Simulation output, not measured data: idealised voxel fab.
Process module under the name voxel capacitor over wiring
Displayed cross-section: cut, width of 210 nm, square cells sized 5 nm.
This document writes a cross-section as a grid whose cells are square, and gives it as bands, listed from the top down; one or more rows of cells form a band.
Within each band entry, the heights of the top and of the bottom of the band appear first, in that order and in nm; the materials of the band then follow from left to right, each with its corresponding width in nm. The designation "full width" on a single material indicates that it fills the band from edge to edge; the designation "empty" indicates empty space.
Note: height 0 marks the level under which the wafer is uniformly one material as received. Lowest band unbounded below, written "0..down".
Width spec "30..40" -> top row of cells at first value, bottom row at second value, equal per-row change in between.
No cell of the cross-section changed in a step that is given as "all unchanged".
Look at "Enclosed cavities" for the closed voids: empty spaces with no open path to the top, sized 8 cells or up. Each is width x height at distance, distance from the left edge, all nm.
Post-settings text on a step line: simulator's own remark regarding the step.
overlay nm: how far to the right of its planned place the mask lay on this masked step (negative: to the left).
### The process steps that were planned are listed below
1) RECEIVE: material Si
2) CONFORMAL_DEP: material SiO2, thk nm 15
3) DIRECTIONAL_DEP: material TiN, thk nm 5
4) DIRECTIONAL_DEP: material W, thk nm 20
5) PATTERN: tone cover, mask id METAL_1, material resist, width nm 25, pitch nm 85, thk nm 15, overlay nm 0
6) DIRECTIONAL_ETCH: etch materials W, depth nm 20
7) DIRECTIONAL_ETCH: etch materials TiN, depth nm 5
8) STRIP: etch materials resist
9) CONFORMAL_DEP: material SiN, thk nm 5
10) FILL_DEP: material lowk, thk nm 5
11) CMP: height nm 40
12) CONFORMAL_DEP: material SiCN, thk nm 5
13) DIRECTIONAL_DEP: material lowk, thk nm 15
14) DIRECTIONAL_DEP: material aC, thk nm 15
15) PATTERN: tone open, mask id PLUG_1, material resist, width nm 15, thk nm 30, overlay nm 0
16) DIRECTIONAL_ETCH: etch materials aC, depth nm 15
17) STRIP: etch materials resist
18) DIRECTIONAL_ETCH: etch materials lowk, depth nm 15
19) DIRECTIONAL_ETCH: etch materials SiCN, depth nm 5
20) STRIP: etch materials aC
21) EPI: material Ru, thk nm 10
22) EPI: material Ru, thk nm 10
23) DIRECTIONAL_DEP: material TiN, thk nm 10
24) DIRECTIONAL_DEP: material SiN, thk nm 5
25) DIRECTIONAL_DEP: material TiN, thk nm 5
26) PATTERN: tone cover, mask id UPPER_PLATE, material resist, width nm 65, thk nm 15, overlay nm 0
27) DIRECTIONAL_ETCH: etch materials TiN, depth nm 5
28) DIRECTIONAL_ETCH: etch materials SiN, depth nm 5
29) STRIP: etch materials resist
30) PATTERN: tone cover, mask id LOWER_PLATE, material resist, width nm 75, thk nm 20, overlay nm 0
31) DIRECTIONAL_ETCH: etch materials TiN, depth nm 10
32) STRIP: etch materials resist
33) FILL_DEP: material SiO2, thk nm 15
34) CMP: height nm 90
35) DIRECTIONAL_DEP: material aC, thk nm 10
36) PATTERN: tone open, mask id PLUG_2, material resist, width nm 15, thk nm 30, overlay nm 0
37) DIRECTIONAL_ETCH: etch materials aC, depth nm 10
38) STRIP: etch materials resist
39) DIRECTIONAL_ETCH: etch materials SiO2, depth nm 10
40) STRIP: etch materials aC
41) CONFORMAL_DEP: material TiN, thk nm 5
42) FILL_DEP: material Ru, thk nm 10
43) CMP: height nm 90
44) CONFORMAL_DEP: material SiCN, thk nm 5
### Cross-section, incoming material, after step 1
- 0..down: Si full width
- Enclosed cavities: none
### As-planned run: cross-section of the first of two wafers at end of module
- 95..90: SiCN full width
- 90..85: 70 nm SiO2, 5 nm TiN, 5 nm Ru, 5 nm TiN, 125 nm SiO2
- 85..75: 70..60 nm SiO2, 15..65 nm TiN, 125..85 nm SiO2
- 75..70: 60 nm SiO2, 65 nm SiN, 85 nm SiO2
- 70..60: 55 nm SiO2, 75 nm TiN, 80 nm SiO2
- 60..45: 60 nm lowk, 15 nm Ru, 135 nm lowk
- 45..40: 60 nm SiCN, 15 nm Ru, 135 nm SiCN
- 40..20: 45 nm lowk, 5 nm SiN, 25 nm W, 5 nm SiN, 50 nm lowk, 5 nm SiN, 25 nm W, 5 nm SiN, 45 nm lowk
- 20..15: 50 nm SiN, 25 nm TiN, 60 nm SiN, 25 nm TiN, 50 nm SiN
- 15..0: SiO2 full width
- 0..down: Si full width
- Enclosed cavities: none
### The second wafer, shown in cross-section after the module: started the same way as the first and given the same plan, yet one mistake crept into how it was run
- 95..90: SiCN full width
- 90..85: 70 nm SiO2, 5 nm TiN, 5 nm Ru, 5 nm TiN, 125 nm SiO2
- 85..75: 70..75 nm SiO2, 15..50 nm TiN, 125..85 nm SiO2
- 75..70: 75 nm SiO2, 50 nm SiN, 85 nm SiO2
- 70..60: 55 nm SiO2, 5 nm TiN, 15 nm SiO2, 55 nm TiN, 80 nm SiO2
- 60..55: 60 nm lowk, 15 nm TiN, 135 nm lowk
- 55..50: 60 nm lowk, 15 nm SiN, 135 nm lowk
- 50..45: 60 nm lowk, 15 nm TiN, 135 nm lowk
- 45..40: 60 nm SiCN, 15 nm TiN, 135 nm SiCN
- 40..35: 45 nm lowk, 35 nm SiN, 50 nm lowk, 35 nm SiN, 45 nm lowk
- 35..20: 45 nm lowk, 5 nm SiN, 25 nm W, 5 nm SiN, 50 nm lowk, 5 nm SiN, 25 nm W, 5 nm SiN, 45 nm lowk
- 20..15: 50 nm SiN, 25 nm W, 60 nm SiN, 25 nm W, 50 nm SiN
- 15..0: SiO2 full width
- 0..down: Si full width
- Enclosed cavities: none
Here's what went sideways: skipped: plan step 3 (never run)
The closing comparison, in cells, has the second wafer with more or fewer of some materials than the first: Ru: 12 fewer | SiN: 10 more | SiO2: 12 more | TiN: 10 fewer
